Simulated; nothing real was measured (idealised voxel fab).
process module | voxel released beams
cross-section cut | 145 nm wide | cells 5 nm
A cross-section is a grid of square cells, given in bands from the top down. A band is one or more rows of cells.
Each band's line starts with the height of the band's top and of its bottom, in nm. Then come its materials from left to right, each with its width in nm. One material with "throughout" fills the band from edge to edge. "air" is empty space.
Height 0 is the level under which the wafer as received is all one material. The lowest band goes on downwards, as in "0 down".
A width such as "30 to 40" changes by the same amount from each row of cells to the next, from the band's top row to its bottom row.
"no change" after a step means that no cell of the cross-section changed.
closed voids: empty space of 8 cells or more with no open way to the top, each as width x height at its distance from the left edge, in nm
after a step's settings: what the simulator itself notes on the step
overlay nm, on a step with a mask: how far to the right of its planned place the mask lay; to the left if negative
plan
1 op RECEIVE | material Si
2 op CONFORMAL_DEP | material Al2O3 | thk nm 10
3 op DIRECTIONAL_DEP | material SiO2 | thk nm 20
4 op DIRECTIONAL_DEP | material aC | thk nm 15
5 op PATTERN | tone open | mask id ANCHOR | material resist | width nm 25 | thk nm 30 | overlay nm 0
6 op DIRECTIONAL_ETCH | etch materials aC | depth nm 15
7 op STRIP | etch materials resist
8 op DIRECTIONAL_ETCH | etch materials SiO2 | depth nm 20
9 op STRIP | etch materials aC
10 op CONFORMAL_DEP | material SiN | thk nm 10
11 op PATTERN | tone cover | mask id BEAM | material resist | width nm 80 | thk nm 15 | overlay nm 0
12 op DIRECTIONAL_ETCH | etch materials SiN | depth nm 10
13 op STRIP | etch materials resist
14 op STRIP | etch materials SiO2
as received, after step 1
  0 down: Si throughout
  closed voids: none
first wafer at the end, as planned
  40 to 30: air 30 | SiN 15 | air 5 | SiN 60 | air 35
  30 to 20: air 35 | SiN 10 | air 5 | SiN 10 | air 85
  20 to 10: air 35 | SiN 25 | air 85
  10 to 0: Al2O3 throughout
  0 down: Si throughout
  closed voids: none
second wafer at the end: like start, like plan, one mistake
  40 to 30: air 30 | SiN 20 | air 5 | SiN 55 | air 35
  30 to 20: air 40 | SiN 10 | air 5 | SiN 10 | air 80
  20 to 10: air 40 | SiN 25 | air 80
  10 to 0: Al2O3 throughout
  0 down: Si throughout
  closed voids: none
what went wrong: step 5 ran as: op PATTERN | tone open | mask id ANCHOR | material resist | width nm 25 | thk nm 30 | overlay nm 5
at the end the second wafer has, in cells: as many of each material as the first, in other places
